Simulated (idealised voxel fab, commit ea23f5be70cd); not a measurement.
The document below concerns the process module designated voxel ribs on slabs.
Pictured: cross-section cut, 190 nm wide, on a grid of 5 nm square cells.
Bands, listed from the top down, are how a cross-section gets written in this document; the cross-section itself is a grid of square cells, and a band is one or more rows of them. Quick guide to a band line: top height, bottom height (nm) up front; then every material left to right with its width in nm. Only one material and it's marked "throughout"? Then it fills the band edge to edge. And "air" just means empty space. Heights are expressed relative to 0, this being the level below which the as-received wafer comprises one material exclusively. The lowest band is unbounded in the downward direction and is denoted as in "z 0 and below". Read "30->40" as a graded width: first number on top, second number at the bottom, same change between each pair of neighbouring rows. Reading "remained the same" for a step: not a cell of the cross-section changed in it. The entry titled "Cavities, sealed" provides the empty spaces that have no open way to the top, restricted to those of 8 cells or more. Each is presented as width x height at distance, the distance being measured from the left edge, with all three in nm. Text after the settings on a step's line: the simulator's own remark on that step. If you see "overlay nm" on a step's line and that step has a mask, it's telling you how far right of where it was planned the mask ended up; a negative number means it went left instead.

Process steps - plan:
1: RECEIVE: material Si
2: DIRECTIONAL_DEP: material SiO2, thk nm 25
3: DIRECTIONAL_DEP: material SiN, thk nm 15
4: PATTERN: tone cover, mask id RIB, material resist, width nm 30, thk nm 20, overlay nm 0
5: DIRECTIONAL_ETCH: etch materials SiN, depth nm 5
6: STRIP: etch materials resist
7: MASKED_ETCH: tone cover, mask id SLAB, width nm 80, etch materials SiN, depth nm 10, overlay nm 0
8: FILL_DEP: material SiO2, thk nm 20
9: CMP: height nm 50
10: DIRECTIONAL_DEP: material TiN, thk nm 10
11: PATTERN: tone cover, mask id HEATER, material resist, width nm 40, thk nm 20, overlay nm 0
12: DIRECTIONAL_ETCH: etch materials TiN, depth nm 10
13: STRIP: etch materials resist
14: CONFORMAL_DEP: material SiN, thk nm 5

Step 1 complete: cross-section of the wafer as received:
z 0 and below | Si throughout
Cavities, sealed: none

first wafer at the end, as planned:
z 65 to 60 | 70 nm air | 50 nm SiN | 70 nm air
z 60 to 55 | 70 nm air | 5 nm SiN | 40 nm TiN | 5 nm SiN | 70 nm air
z 55 to 50 | 75 nm SiN | 40 nm TiN | 75 nm SiN
z 50 to 40 | SiO2 throughout
z 40 to 35 | 80 nm SiO2 | 30 nm SiN | 80 nm SiO2
z 35 to 25 | 55 nm SiO2 | 80 nm SiN | 55 nm SiO2
z 25 to 0 | SiO2 throughout
z 0 and below | Si throughout
Cavities, sealed: none

So this is wafer number two of the two, cut at the end of the module - it started where the first did and had the same plan, we just got one thing wrong running it:
z 65 to 60 | 70 nm air | 50 nm SiN | 70 nm air
z 60 to 55 | 70 nm air | 5 nm SiN | 40 nm TiN | 5 nm SiN | 70 nm air
z 55 to 50 | 75 nm SiN | 40 nm TiN | 75 nm SiN
z 50 to 35 | SiO2 throughout
z 35 to 25 | 55 nm SiO2 | 25 nm SiN | 30 nm SiO2 | 25 nm SiN | 55 nm SiO2
z 25 to 0 | SiO2 throughout
z 0 and below | Si throughout
Cavities, sealed: none
what went wrong: steps 3 and 4 swapped
Final wafer comparison in cells, second versus first, more or fewer per material: SiN: 18 fewer, SiO2: 18 more
